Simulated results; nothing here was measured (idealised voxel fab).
Herein follows the process module entitled voxel released beams.
This is section cut - it's 280 nm across, gridded in 5 nm square cells.
Reading order for cross-sections: top band down to bottom band. Underlying form: a grid of square cells. Band size: one or more rows of cells.
Look at the band entry: it leads with the top's height and the bottom's height in nm. Then it lists the materials left to right, with a width in nm for each. The word "edge to edge" on a single material says that material fills the band edge to edge. The word "air" is empty space.
It should be noted that heights are counted from 0, beneath which the wafer as supplied is of one material throughout, and that the lowest band possesses no lower boundary but continues downward, as written in "0..down".
Width "30->40": first value at the band's top row of cells, second value at its bottom row, equal change from row to row.
A step reported as "nothing got changed" is a step in which no cell of the cross-section changed.
For the entry "Sealed void inventory", the listed items are empty spaces with no open way to the top whose size is 8 cells or more; each item follows the pattern width x height at distance, where distance is from the left edge and all three are in nm.
Formally, on a step line, whatever follows the settings is a remark that the simulator itself makes on the step.
overlay nm: where the mask lay relative to plan, measured to the right, on steps with a mask; negatives go left.
# Planned process steps
1: RECEIVE,material Si
2: CONFORMAL_DEP,material SiN,thk nm 10
3: DIRECTIONAL_DEP,material SiO2,thk nm 15
4: DIRECTIONAL_DEP,material aC,thk nm 5
5: PATTERN,tone open,mask id ANCHOR,material resist,width nm 35,thk nm 30,overlay nm 0
6: DIRECTIONAL_ETCH,etch materials aC,depth nm 10
7: STRIP,etch materials resist
8: DIRECTIONAL_ETCH,etch materials SiO2,depth nm 15
9: STRIP,etch materials aC
10: CONFORMAL_DEP,material W,thk nm 10
11: MASKED_ETCH,tone cover,mask id BEAM,width nm 120,etch materials W,depth nm 10,overlay nm 0
12: STRIP,etch materials SiO2
The plan shows the thk nm of step 4 as the first wafer had it; this setting differs between the wafers, which start out alike.
# Received wafers, first of several: cross-section after step 1
0..down | Si edge to edge
Sealed void inventory: none
# The following table contains a row per wafer, in which are reported, at the conclusion of the module, the cells of each material gained (+) or lost (-) since the wafer's receipt, with its closed voids given thereafter
thk nm 5, +112 SiN, +60 W, Sealed void inventory: none
thk nm 10, +112 SiN, +60 W, Sealed void inventory: none
thk nm 15, +112 SiN, Sealed void inventory: none
thk nm 20, +112 SiN, Sealed void inventory: none
thk nm 25, +112 SiN, Sealed void inventory: none
